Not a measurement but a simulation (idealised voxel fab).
process module | voxel gate over fins
cross-section cut | 150 nm wide | cells 5 nm
A cross-section is a grid of square cells, given in bands from the top down. A band is one or more rows of cells.
Each band's line starts with the height of the band's top and of its bottom, in nm. Then come its materials from left to right, each with its width in nm. One material with "throughout" fills the band from edge to edge. "air" is empty space.
Height 0 is the level under which the wafer as received is all one material. The lowest band goes on downwards, as in "0 down".
A width such as "30 to 40" changes by the same amount from each row of cells to the next, from the band's top row to its bottom row.
"no change" after a step means that no cell of the cross-section changed.
closed voids: empty space of 8 cells or more with no open way to the top, each as width x height at its distance from the left edge, in nm
after a step's settings: what the simulator itself notes on the step
overlay nm, on a step with a mask: how far to the right of its planned place the mask lay; to the left if negative
plan
1 op RECEIVE | material Si
2 op CONFORMAL_DEP | material SiN | thk nm 10
3 op DIRECTIONAL_DEP | material aC | thk nm 15
4 op PATTERN | tone cover | mask id FINS | material resist | width nm 15 | pitch nm 35 | thk nm 35 | overlay nm 0
5 op DIRECTIONAL_ETCH | etch materials aC | depth nm 15
6 op STRIP | etch materials resist
7 op DIRECTIONAL_ETCH | etch materials SiN | depth nm 10
8 op DIRECTIONAL_ETCH | etch materials Si | depth nm 35
9 op STRIP | etch materials aC
10 op OXIDIZE | depth nm 5
11 op FILL_DEP | material SiO2 | thk nm 15
12 op CMP | height nm 10
13 op SELECTIVE_ETCH | etch materials SiO2 | depth nm 25
14 op STRIP | etch materials SiN
15 op CONFORMAL_DEP | material HfO2 | thk nm 5
16 op CONFORMAL_DEP | material TiN | thk nm 5
17 op FILL_DEP | material W | thk nm 10
18 op CMP | height nm 15
19 op CONFORMAL_DEP | material SiCN | thk nm 5
as received, after step 1
  0 down: Si throughout
  closed voids: none
first wafer at the end, as planned
  20 to 15: SiCN throughout
  15 to 10: W throughout
  10 to 5: W 45 | TiN 25 | W 10 | TiN 25 | W 45
  5 to 0: W 45 | TiN 5 | HfO2 15 | TiN 5 | W 10 | TiN 5 | HfO2 15 | TiN 5 | W 45
  0 to -5: W 45 | TiN 5 | HfO2 5 | Si 5 | HfO2 5 | TiN 5 | W 10 | TiN 5 | HfO2 5 | Si 5 | HfO2 5 | TiN 5 | W 45
  -5 to -10: TiN 50 | HfO2 5 | Si 5 | HfO2 5 | TiN 20 | HfO2 5 | Si 5 | HfO2 5 | TiN 50
  -10 to -15: HfO2 55 | Si 5 | HfO2 30 | Si 5 | HfO2 55
  -15 to -40: SiO2 55 | Si 5 | SiO2 30 | Si 5 | SiO2 55
  -40 down: Si throughout
  closed voids: none
second wafer at the end: like start, like plan, one mistake
  20 to 15: SiCN throughout
  15 to 10: W throughout
  10 to 5: TiN 55 | W 5 | TiN 30 | W 5 | TiN 55
  5 to 0: HfO2 50 | TiN 5 | W 5 | TiN 5 | HfO2 20 | TiN 5 | W 5 | TiN 5 | HfO2 50
  0 to -5: Si 45 | HfO2 5 | TiN 5 | W 5 | TiN 5 | HfO2 5 | Si 10 | HfO2 5 | TiN 5 | W 5 | TiN 5 | HfO2 5 | Si 45
  -5 to -10: Si 45 | HfO2 5 | TiN 15 | HfO2 5 | Si 10 | HfO2 5 | TiN 15 | HfO2 5 | Si 45
  -10 to -15: Si 45 | HfO2 25 | Si 10 | HfO2 25 | Si 45
  -15 to -40: Si 45 | SiO2 25 | Si 10 | SiO2 25 | Si 45
  -40 down: Si throughout
  closed voids: none
what went wrong: step 4 ran as: op PATTERN | tone open | mask id FINS | material resist | width nm 15 | pitch nm 35 | thk nm 35 | overlay nm 0
at the end the second wafer has, in cells: 144 more of Si | 90 fewer of SiO2 | 54 fewer of W
